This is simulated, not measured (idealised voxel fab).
Process module under the name voxel local oxidation
Displayed cross-section: cut, width of 205 nm, square cells sized 5 nm.
Cross-section, as written here: a square-cell grid given band by band from the top down, where a band holds one or more rows of cells. Quick guide to a band line: top height, bottom height (nm) up front; then every material left to right with its width in nm. Only one material and it's marked "edge to edge"? Then it fills the band edge to edge. And "air" just means empty space. Height 0 is the level under which the wafer as received is all one material. The lowest band goes on downwards, as in "0 and below". Width spec "30..40" -> top row of cells at first value, bottom row at second value, equal per-row change in between. You'll sometimes find "nothing different" written for a step, and that's the way of saying that nowhere in the cross-section did a cell change during that step. "Enclosed void entries" specifies each empty space that is not open to the top and that occupies no fewer than 8 cells, using the form width x height at distance, the distance measured from the left edge and all three quantities in nm. Past the settings on a step's line: simulator remark, on that step. Each step line may optionally specify "overlay nm", which for a step with a mask gives the rightward distance between the mask's planned place and where it lay, a negative value indicating the leftward direction.

### This section lists the process steps that were planned
1) RECEIVE (material Si)
2) OXIDIZE (depth nm 5)
3) CONFORMAL_DEP (material SiN; thk nm 10)
4) MASKED_ETCH (tone cover; mask id ACTIVE; width nm 105; etch materials SiN; depth nm 10; overlay nm 0)
5) SELECTIVE_ETCH (etch materials SiO2; depth nm 5)
6) OXIDIZE (depth nm 10)
7) STRIP (etch materials SiN)

### Wafer as received: cross-section following step 1
- 0 and below: Si edge to edge
- Enclosed void entries: none

### As-planned run: cross-section of the first of two wafers at end of module
- 0 down to -5: air 55 nm, SiO2 95 nm, air 55 nm
- -5 down to -15: SiO2 65 nm, Si 75 nm, SiO2 65 nm
- -15 and below: Si edge to edge
- Enclosed void entries: none

### This cross-section belongs to the second wafer of two at the end of the module; the start and the plan were shared with the first, and the run included one mistake
- 0 down to -5: air 45 nm, SiO2 95 nm, air 65 nm
- -5 down to -15: SiO2 55 nm, Si 75 nm, SiO2 75 nm
- -15 and below: Si edge to edge
- Enclosed void entries: none
Deviation noted in wafer processing: step 4: run off-plan, actual operation and settings MASKED_ETCH (tone cover; mask id ACTIVE; width nm 105; etch materials SiN; depth nm 10; overlay nm -10)
In the final comparison it is observed that the number of cells assigned to each material is identical for the two wafers, whereas their placement is not.
